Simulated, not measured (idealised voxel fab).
The process module that follows is named voxel wiring stack.
The cross-section on display is named cut; it measures 220 nm wide, and its cells are 5 nm squares.
Cross-section, as written here: a square-cell grid given band by band from the top down, where a band holds one or more rows of cells.
Basically the band line says how high the top is and how high the bottom is, in nm, and then what's in it from left to right, every material with its width in nm. Empty space shows up as "blank", and if a single material carries "edge to edge" it runs the full band edge to edge.
The level at which height equals 0 is the one under which the wafer, as it arrives, is entirely one material. No lower edge exists for the bottom band, which continues downward and is notated as in "0 down".
Per-row width for "30->40": begins at first number (top row of band), ends at second number (bottom row), increment between rows held constant.
For the purposes of this document, the phrase "left unchanged" attached to a step denotes that no cell within the cross-section was modified by that step.
In the "Enclosed cavities" entry, you get each enclosed empty space of 8 cells or more, one with no open way to the top, written width x height at distance, distance from the left edge, in nm.
Formally, on a step line, whatever follows the settings is a remark that the simulator itself makes on the step.
The line of a step may include "overlay nm". On a step with a mask, this value is how far to the right of its planned place the mask lay. A negative value means the mask lay to the left.

THE PLANNED PROCESS STEPS ARE ENUMERATED HEREUNDER
1) RECEIVE,material Si
2) CONFORMAL_DEP,material SiO2,thk nm 15
3) CONFORMAL_DEP,material SiN,thk nm 5
4) DIRECTIONAL_DEP,material SiO2,thk nm 15
5) DIRECTIONAL_DEP,material aC,thk nm 15
6) PATTERN,tone open,mask id METAL_1,material resist,width nm 30,pitch nm 45,thk nm 30,overlay nm 0
7) DIRECTIONAL_ETCH,etch materials aC,depth nm 15
8) STRIP,etch materials resist
9) DIRECTIONAL_ETCH,etch materials SiO2,depth nm 15
10) DIRECTIONAL_ETCH,etch materials SiN,depth nm 5
11) STRIP,etch materials aC
12) CONFORMAL_DEP,material TiN,thk nm 5
13) FILL_DEP,material Cu,thk nm 5
14) CMP,height nm 35
15) EPI,material Ru,thk nm 5
16) FILL_DEP,material SiCN,thk nm 5
17) DIRECTIONAL_DEP,material SiO2,thk nm 30
18) DIRECTIONAL_DEP,material aC,thk nm 10
19) PATTERN,tone open,mask id METAL_2,material resist,width nm 30,pitch nm 45,thk nm 25,overlay nm 0
20) DIRECTIONAL_ETCH,etch materials aC,depth nm 10
21) STRIP,etch materials resist
22) DIRECTIONAL_ETCH,etch materials SiO2,depth nm 20
23) STRIP,etch materials aC
24) DIRECTIONAL_DEP,material aC,thk nm 10
25) PATTERN,tone open,mask id METAL_2_HOLES,material resist,width nm 15,pitch nm 45,thk nm 30,overlay nm 0
26) DIRECTIONAL_ETCH,etch materials aC,depth nm 10
27) STRIP,etch materials resist
28) DIRECTIONAL_ETCH,etch materials SiO2,depth nm 10
29) DIRECTIONAL_ETCH,etch materials SiCN,depth nm 5
30) STRIP,etch materials aC
31) CONFORMAL_DEP,material TiN,thk nm 5
32) FILL_DEP,material Cu,thk nm 5
33) CMP,height nm 75
34) CONFORMAL_DEP,material SiCN,thk nm 5
35) DIRECTIONAL_DEP,material lowk,thk nm 30
36) DIRECTIONAL_DEP,material aC,thk nm 10
37) PATTERN,tone open,mask id METAL_3_HOLES,material resist,width nm 15,pitch nm 90,thk nm 25,overlay nm 0
38) DIRECTIONAL_ETCH,etch materials aC,depth nm 10
39) STRIP,etch materials resist
40) DIRECTIONAL_ETCH,etch materials lowk,depth nm 30
41) STRIP,etch materials aC
42) PATTERN,tone open,mask id METAL_3,material resist,width nm 30,pitch nm 45,thk nm 20,overlay nm 0
43) DIRECTIONAL_ETCH,etch materials lowk,depth nm 20
44) DIRECTIONAL_ETCH,etch materials SiCN,depth nm 5
45) STRIP,etch materials resist
46) CONFORMAL_DEP,material TiN,thk nm 5
47) FILL_DEP,material Ru,thk nm 5
48) CMP,height nm 110
49) CONFORMAL_DEP,material SiCN,thk nm 5
50) DIRECTIONAL_DEP,material lowk,thk nm 15
51) DIRECTIONAL_DEP,material aC,thk nm 15
52) PATTERN,tone open,mask id PLUG_3,material resist,width nm 15,pitch nm 45,thk nm 30,overlay nm 0
53) DIRECTIONAL_ETCH,etch materials aC,depth nm 15
54) STRIP,etch materials resist
55) DIRECTIONAL_ETCH,etch materials lowk,depth nm 15
56) DIRECTIONAL_ETCH,etch materials SiCN,depth nm 5
57) STRIP,etch materials aC
58) CONFORMAL_DEP,material TiN,thk nm 5
59) FILL_DEP,material W,thk nm 5
60) CMP,height nm 130
61) DIRECTIONAL_DEP,material TiN,thk nm 5
62) DIRECTIONAL_DEP,material W,thk nm 25
63) PATTERN,tone cover,mask id METAL_4,material resist,width nm 30,pitch nm 45,thk nm 15,overlay nm 0
64) DIRECTIONAL_ETCH,etch materials W,depth nm 25
65) DIRECTIONAL_ETCH,etch materials TiN,depth nm 5
66) STRIP,etch materials resist
67) FILL_DEP,material SiO2,thk nm 10
68) CMP,height nm 160
69) CONFORMAL_DEP,material SiN,thk nm 5

INCOMING WAFER IN CROSS-SECTION (STATE: AFTER STEP 1)
* 0 down = Si edge to edge
* Enclosed cavities: none

LOOKING AT THE FIRST OF TWO WAFERS IN CROSS-SECTION AT END OF MODULE - RAN TO PLAN
* 165 to 160 = SiN edge to edge
* 160 to 135 = SiO2 25 nm; W 30 nm; SiO2 15 nm; W 30 nm; SiO2 15 nm; W 30 nm; SiO2 15 nm; W 30 nm; SiO2 30 nm
* 135 to 130 = SiO2 25 nm; TiN 30 nm; SiO2 15 nm; TiN 30 nm; SiO2 15 nm; TiN 30 nm; SiO2 15 nm; TiN 30 nm; SiO2 30 nm
* 130 to 115 = lowk 25 nm; TiN 5 nm; W 5 nm; TiN 5 nm; lowk 30 nm; TiN 5 nm; W 5 nm; TiN 5 nm; lowk 30 nm; TiN 5 nm; W 5 nm; TiN 5 nm; lowk 30 nm; TiN 5 nm; W 5 nm; TiN 5 nm; lowk 45 nm
* 115 to 110 = SiCN 25 nm; TiN 15 nm; SiCN 30 nm; TiN 15 nm; SiCN 30 nm; TiN 15 nm; SiCN 30 nm; TiN 15 nm; SiCN 45 nm
* 110 to 95 = lowk 25 nm; TiN 5 nm; Ru 20 nm; TiN 5 nm; lowk 15 nm; TiN 5 nm; Ru 20 nm; TiN 5 nm; lowk 15 nm; TiN 5 nm; Ru 20 nm; TiN 5 nm; lowk 15 nm; TiN 5 nm; Ru 20 nm; TiN 5 nm; lowk 30 nm
* 95 to 90 = lowk 25 nm; TiN 5 nm; Ru 5 nm; TiN 20 nm; lowk 15 nm; TiN 30 nm; lowk 15 nm; TiN 5 nm; Ru 5 nm; TiN 20 nm; lowk 15 nm; TiN 30 nm; lowk 30 nm
* 90 to 80 = lowk 25 nm; TiN 5 nm; Ru 5 nm; TiN 5 nm; lowk 75 nm; TiN 5 nm; Ru 5 nm; TiN 5 nm; lowk 90 nm
* 80 to 75 = SiCN 25 nm; TiN 15 nm; SiCN 75 nm; TiN 15 nm; SiCN 90 nm
* 75 to 60 = SiO2 25 nm; TiN 5 nm; Cu 20 nm; TiN 5 nm; SiO2 15 nm; TiN 5 nm; Cu 20 nm; TiN 5 nm; SiO2 15 nm; TiN 5 nm; Cu 20 nm; TiN 5 nm; SiO2 15 nm; TiN 5 nm; Cu 20 nm; TiN 5 nm; SiO2 30 nm
* 60 to 55 = SiO2 25 nm; TiN 5 nm; Cu 5 nm; TiN 20 nm; SiO2 15 nm; TiN 5 nm; Cu 5 nm; TiN 20 nm; SiO2 15 nm; TiN 5 nm; Cu 5 nm; TiN 20 nm; SiO2 15 nm; TiN 5 nm; Cu 5 nm; TiN 20 nm; SiO2 30 nm
* 55 to 45 = SiO2 25 nm; TiN 5 nm; Cu 5 nm; TiN 5 nm; SiO2 30 nm; TiN 5 nm; Cu 5 nm; TiN 5 nm; SiO2 30 nm; TiN 5 nm; Cu 5 nm; TiN 5 nm; SiO2 30 nm; TiN 5 nm; Cu 5 nm; TiN 5 nm; SiO2 45 nm
* 45 to 40 = SiCN 25 nm; TiN 15 nm; SiCN 30 nm; TiN 15 nm; SiCN 30 nm; TiN 15 nm; SiCN 30 nm; TiN 15 nm; SiCN 45 nm
* 40 to 35 = SiCN 20 nm; Ru 40 nm; SiCN 5 nm; Ru 40 nm; SiCN 5 nm; Ru 40 nm; SiCN 5 nm; Ru 40 nm; SiCN 25 nm
* 35 to 20 = SiO2 25 nm; TiN 5 nm; Cu 20 nm; TiN 5 nm; SiO2 15 nm; TiN 5 nm; Cu 20 nm; TiN 5 nm; SiO2 15 nm; TiN 5 nm; Cu 20 nm; TiN 5 nm; SiO2 15 nm; TiN 5 nm; Cu 20 nm; TiN 5 nm; SiO2 30 nm
* 20 to 15 = SiN 25 nm; TiN 30 nm; SiN 15 nm; TiN 30 nm; SiN 15 nm; TiN 30 nm; SiN 15 nm; TiN 30 nm; SiN 30 nm
* 15 to 0 = SiO2 edge to edge
* 0 down = Si edge to edge
* Enclosed cavities: none

SECOND WAFER OF THE TWO, SECTIONED AT THE END OF THE MODULE. IT BEGAN LIKE THE FIRST AND FOLLOWED THE SAME PLAN, BUT ONE MISTAKE WAS MADE WHILE RUNNING IT
* 165 to 160 = SiN edge to edge
* 160 to 135 = SiO2 25 nm; W 30 nm; SiO2 15 nm; W 30 nm; SiO2 15 nm; W 30 nm; SiO2 15 nm; W 30 nm; SiO2 30 nm
* 135 to 130 = SiO2 25 nm; TiN 30 nm; SiO2 15 nm; TiN 30 nm; SiO2 15 nm; TiN 30 nm; SiO2 15 nm; TiN 30 nm; SiO2 30 nm
* 130 to 115 = lowk 25 nm; TiN 5 nm; W 5 nm; TiN 5 nm; lowk 30 nm; TiN 5 nm; W 5 nm; TiN 5 nm; lowk 30 nm; TiN 5 nm; W 5 nm; TiN 5 nm; lowk 30 nm; TiN 5 nm; W 5 nm; TiN 5 nm; lowk 45 nm
* 115 to 110 = SiCN 25 nm; TiN 15 nm; SiCN 30 nm; TiN 15 nm; SiCN 30 nm; TiN 15 nm; SiCN 30 nm; TiN 15 nm; SiCN 45 nm
* 110 to 95 = lowk 25 nm; TiN 5 nm; Ru 20 nm; TiN 5 nm; lowk 20 nm; TiN 5 nm; Ru 15 nm; TiN 5 nm; lowk 15 nm; TiN 5 nm; Ru 20 nm; TiN 5 nm; lowk 20 nm; TiN 5 nm; Ru 15 nm; TiN 5 nm; lowk 30 nm
* 95 to 90 = lowk 25 nm; TiN 5 nm; Ru 5 nm; TiN 20 nm; lowk 20 nm; TiN 25 nm; lowk 15 nm; TiN 5 nm; Ru 5 nm; TiN 20 nm; lowk 20 nm; TiN 25 nm; lowk 30 nm
* 90 to 85 = lowk 25 nm; TiN 5 nm; Ru 5 nm; TiN 5 nm; lowk 75 nm; TiN 5 nm; Ru 5 nm; TiN 5 nm; lowk 90 nm
* 85 to 80 = lowk 25 nm; TiN 15 nm; lowk 75 nm; TiN 15 nm; lowk 90 nm
* 80 to 75 = SiCN 30 nm; TiN 10 nm; SiCN 80 nm; TiN 10 nm; SiCN 90 nm
* 75 to 60 = SiO2 25 nm; TiN 5 nm; Cu 20 nm; TiN 5 nm; SiO2 15 nm; TiN 5 nm; Cu 20 nm; TiN 5 nm; SiO2 15 nm; TiN 5 nm; Cu 20 nm; TiN 5 nm; SiO2 15 nm; TiN 5 nm; Cu 20 nm; TiN 5 nm; SiO2 30 nm
* 60 to 55 = SiO2 25 nm; TiN 5 nm; Cu 5 nm; TiN 20 nm; SiO2 15 nm; TiN 5 nm; Cu 5 nm; TiN 20 nm; SiO2 15 nm; TiN 5 nm; Cu 5 nm; TiN 20 nm; SiO2 15 nm; TiN 5 nm; Cu 5 nm; TiN 20 nm; SiO2 30 nm
* 55 to 45 = SiO2 25 nm; TiN 5 nm; Cu 5 nm; TiN 5 nm; SiO2 30 nm; TiN 5 nm; Cu 5 nm; TiN 5 nm; SiO2 30 nm; TiN 5 nm; Cu 5 nm; TiN 5 nm; SiO2 30 nm; TiN 5 nm; Cu 5 nm; TiN 5 nm; SiO2 45 nm
* 45 to 40 = SiCN 25 nm; TiN 15 nm; SiCN 30 nm; TiN 15 nm; SiCN 30 nm; TiN 15 nm; SiCN 30 nm; TiN 15 nm; SiCN 45 nm
* 40 to 35 = SiCN 20 nm; Ru 40 nm; SiCN 5 nm; Ru 40 nm; SiCN 5 nm; Ru 40 nm; SiCN 5 nm; Ru 40 nm; SiCN 25 nm
* 35 to 20 = SiO2 25 nm; TiN 5 nm; Cu 20 nm; TiN 5 nm; SiO2 15 nm; TiN 5 nm; Cu 20 nm; TiN 5 nm; SiO2 15 nm; TiN 5 nm; Cu 20 nm; TiN 5 nm; SiO2 15 nm; TiN 5 nm; Cu 20 nm; TiN 5 nm; SiO2 30 nm
* 20 to 15 = SiN 25 nm; TiN 30 nm; SiN 15 nm; TiN 30 nm; SiN 15 nm; TiN 30 nm; SiN 15 nm; TiN 30 nm; SiN 30 nm
* 15 to 0 = SiO2 edge to edge
* 0 down = Si edge to edge
* Enclosed cavities: none
Here's what went sideways: off-plan run, step 42, actual operation and settings PATTERN,tone open,mask id METAL_3,material resist,width nm 25,pitch nm 45,thk nm 20,overlay nm 0
Wafer comparison, final, in cells, second relative to first, materials more or fewer: Ru: 8 fewer; SiCN: 2 more; TiN: 2 fewer; lowk: 8 more
